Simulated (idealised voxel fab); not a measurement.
voxel wiring stack: a process module
The figure presents cross-section cut, which has a width of 155 nm and is divided into square cells with an edge length of 5 nm.
Cross-section format: a grid of square cells, given as bands from top to bottom; each band is one or more rows of cells.
A band entry consists of two parts. The first gives the height of the band's top and the height of its bottom, in nm. The rest lists the band's materials from left to right, each with its width in nm. A single material labelled with the word "everywhere" fills the band from edge to edge, and the word "empty" marks empty space.
We count height from 0. Below that, the starting wafer is all one material. The lowest band never ends at the bottom but goes on down; see "from 0 down" for how that is written.
A two-number width, for instance "30->40", indicates that the width is equal to the first number in the top row of the band and to the second number in the bottom row, and that it changes by a constant amount per row of cells.
Basically "no alterations made" means that step didn't change any cell in the cross-section.
If an empty space has no open way to the top and is at least 8 cells in size, "Closed void listing" lists it, written width x height at distance, where distance is measured from the left edge and every value is in nm.
Where a step's line continues beyond its settings, the continuation is a remark by the simulator itself on that step.
The line of a step may include "overlay nm". On a step with a mask, this value is how far to the right of its planned place the mask lay. A negative value means the mask lay to the left.
# The process steps that were planned are listed below
1 RECEIVE: material Si
2 CONFORMAL_DEP: material SiO2, thk nm 15
3 CONFORMAL_DEP: material SiCN, thk nm 5
4 DIRECTIONAL_DEP: material lowk, thk nm 20
5 PATTERN: tone open, mask id METAL_1, material resist, width nm 20, pitch nm 40, thk nm 20, overlay nm 0
6 DIRECTIONAL_ETCH: etch materials lowk, depth nm 20
7 DIRECTIONAL_ETCH: etch materials SiCN, depth nm 5
8 STRIP: etch materials resist
9 CONFORMAL_DEP: material TiN, thk nm 5
10 FILL_DEP: material W, thk nm 10
11 CMP: height nm 40
12 CONFORMAL_DEP: material SiCN, thk nm 5
13 DIRECTIONAL_DEP: material lowk, thk nm 15
14 MASKED_ETCH: tone open, mask id PLUG_1, width nm 15, pitch nm 40, etch materials lowk, depth nm 15, overlay nm 0
15 MASKED_ETCH: tone open, mask id PLUG_1, width nm 15, pitch nm 40, etch materials SiCN, depth nm 5, overlay nm -10
16 EPI: material Ru, thk nm 10
17 EPI: material Ru, thk nm 10
18 CONFORMAL_DEP: material SiCN, thk nm 5
19 DIRECTIONAL_DEP: material SiO2, thk nm 25
20 DIRECTIONAL_DEP: material aC, thk nm 10
21 PATTERN: tone open, mask id METAL_2, material resist, width nm 20, pitch nm 40, thk nm 25, overlay nm 0
22 DIRECTIONAL_ETCH: etch materials aC, depth nm 10
23 STRIP: etch materials resist
24 DIRECTIONAL_ETCH: etch materials SiO2, depth nm 25
25 DIRECTIONAL_ETCH: etch materials SiCN, depth nm 5
26 STRIP: etch materials aC
27 CONFORMAL_DEP: material TiN, thk nm 5
28 FILL_DEP: material W, thk nm 10
29 CMP: height nm 90
30 CONFORMAL_DEP: material SiCN, thk nm 5
31 DIRECTIONAL_DEP: material SiO2, thk nm 15
32 MASKED_ETCH: tone open, mask id PLUG_2, width nm 15, pitch nm 40, etch materials SiO2, depth nm 15, overlay nm 0
33 MASKED_ETCH: tone open, mask id PLUG_2, width nm 15, pitch nm 40, etch materials SiCN, depth nm 5, overlay nm 0
34 EPI: material Ru, thk nm 10
35 EPI: material Ru, thk nm 10
36 CONFORMAL_DEP: material SiCN, thk nm 5
37 DIRECTIONAL_DEP: material lowk, thk nm 15
38 DIRECTIONAL_DEP: material aC, thk nm 10
39 PATTERN: tone open, mask id METAL_3, material resist, width nm 20, pitch nm 40, thk nm 30, overlay nm 0
40 DIRECTIONAL_ETCH: etch materials aC, depth nm 10
41 STRIP: etch materials resist
42 DIRECTIONAL_ETCH: etch materials lowk, depth nm 15
43 DIRECTIONAL_ETCH: etch materials SiCN, depth nm 5
44 STRIP: etch materials aC
45 CONFORMAL_DEP: material TiN, thk nm 5
46 FILL_DEP: material Cu, thk nm 5
47 CMP: height nm 130
48 EPI: material Ru, thk nm 5
49 FILL_DEP: material SiCN, thk nm 5
Among the wafers covered here, the point of difference is the overlay nm at step 15; their starting state is shared, and the plan presents the value of the first wafer.
# As-received cross-section, first of several wafers, post step 1
    from 0 down = Si everywhere
    Closed void listing: none
# End of module: cross-section of the first of several wafers after step 49, the last step
    from 140 to 135 = SiCN everywhere
    from 135 to 130 = SiCN=20 | Ru=30 | SiCN=10 | Ru=30 | SiCN=10 | Ru=30 | SiCN=25
    from 130 to 115 = lowk=25 | TiN=5 | Cu=10 | TiN=5 | lowk=20 | TiN=5 | Cu=10 | TiN=5 | lowk=20 | TiN=5 | Cu=10 | TiN=5 | lowk=30
    from 115 to 110 = SiCN=25 | TiN=20 | SiCN=20 | TiN=20 | SiCN=20 | TiN=20 | SiCN=30
    from 110 to 95 = SiO2=25 | Ru=15 | SiO2=25 | Ru=15 | SiO2=25 | Ru=15 | SiO2=35
    from 95 to 90 = SiCN=25 | Ru=15 | SiCN=25 | Ru=15 | SiCN=25 | Ru=15 | SiCN=35
    from 90 to 65 = SiO2=25 | TiN=5 | W=10 | TiN=5 | SiO2=20 | TiN=5 | W=10 | TiN=5 | SiO2=20 | TiN=5 | W=10 | TiN=5 | SiO2=30
    from 65 to 60 = SiCN=25 | TiN=20 | SiCN=20 | TiN=20 | SiCN=20 | TiN=20 | SiCN=30
    from 60 to 45 = lowk=25 | Ru=15 | lowk=25 | Ru=15 | lowk=25 | Ru=15 | lowk=35
    from 45 to 40 = SiCN=25 | Ru=5 | SiCN=35 | Ru=5 | SiCN=35 | Ru=5 | SiCN=45
    from 40 to 20 = lowk=25 | TiN=5 | W=10 | TiN=5 | lowk=20 | TiN=5 | W=10 | TiN=5 | lowk=20 | TiN=5 | W=10 | TiN=5 | lowk=30
    from 20 to 15 = SiCN=25 | TiN=20 | SiCN=20 | TiN=20 | SiCN=20 | TiN=20 | SiCN=30
    from 15 to 0 = SiO2 everywhere
    from 0 down = Si everywhere
    Closed void listing: none
# The module's end: a cross-section of the last wafer
    from 140 to 135 = SiCN everywhere
    from 135 to 130 = SiCN=20 | Ru=30 | SiCN=10 | Ru=30 | SiCN=10 | Ru=30 | SiCN=25
    from 130 to 115 = lowk=25 | TiN=5 | Cu=10 | TiN=5 | lowk=20 | TiN=5 | Cu=10 | TiN=5 | lowk=20 | TiN=5 | Cu=10 | TiN=5 | lowk=30
    from 115 to 110 = SiCN=25 | TiN=20 | SiCN=20 | TiN=20 | SiCN=20 | TiN=20 | SiCN=30
    from 110 to 95 = SiO2=25 | Ru=15 | SiO2=25 | Ru=15 | SiO2=25 | Ru=15 | SiO2=35
    from 95 to 90 = SiCN=25 | Ru=15 | SiCN=25 | Ru=15 | SiCN=25 | Ru=15 | SiCN=35
    from 90 to 65 = SiO2=25 | TiN=5 | W=10 | TiN=5 | SiO2=20 | TiN=5 | W=10 | TiN=5 | SiO2=20 | TiN=5 | W=10 | TiN=5 | SiO2=30
    from 65 to 60 = SiCN=25 | TiN=20 | SiCN=20 | TiN=20 | SiCN=20 | TiN=20 | SiCN=30
    from 60 to 45 = lowk=25 | SiCN=5 | TiN=5 | SiCN=5 | lowk=25 | SiCN=5 | TiN=5 | SiCN=5 | lowk=25 | SiCN=5 | TiN=5 | SiCN=5 | lowk=35
    from 45 to 40 = SiCN everywhere
    from 40 to 20 = lowk=25 | TiN=5 | W=10 | TiN=5 | lowk=20 | TiN=5 | W=10 | TiN=5 | lowk=20 | TiN=5 | W=10 | TiN=5 | lowk=30
    from 20 to 15 = SiCN=25 | TiN=20 | SiCN=20 | TiN=20 | SiCN=20 | TiN=20 | SiCN=30
    from 15 to 0 = SiO2 everywhere
    from 0 down = Si everywhere
    Closed void listing: none
# Wafer rows, end of module: cells per material gained (+) or lost (-) since receipt; closed voids last
overlay nm -10, +18 Cu, +84 Ru, +151 SiCN, +254 SiO2, +108 TiN, +54 W, +199 lowk, Closed void listing: none
overlay nm -5, +18 Cu, +87 Ru, +148 SiCN, +254 SiO2, +108 TiN, +54 W, +199 lowk, Closed void listing: none
overlay nm 0, +18 Cu, +90 Ru, +145 SiCN, +254 SiO2, +108 TiN, +54 W, +199 lowk, Closed void listing: none
overlay nm 5, +18 Cu, +87 Ru, +148 SiCN, +254 SiO2, +108 TiN, +54 W, +199 lowk, Closed void listing: none
overlay nm 10, +18 Cu, +84 Ru, +151 SiCN, +254 SiO2, +108 TiN, +54 W, +199 lowk, Closed void listing: none
overlay nm 15, +18 Cu, +54 Ru, +172 SiCN, +254 SiO2, +117 TiN, +54 W, +199 lowk, Closed void listing: none
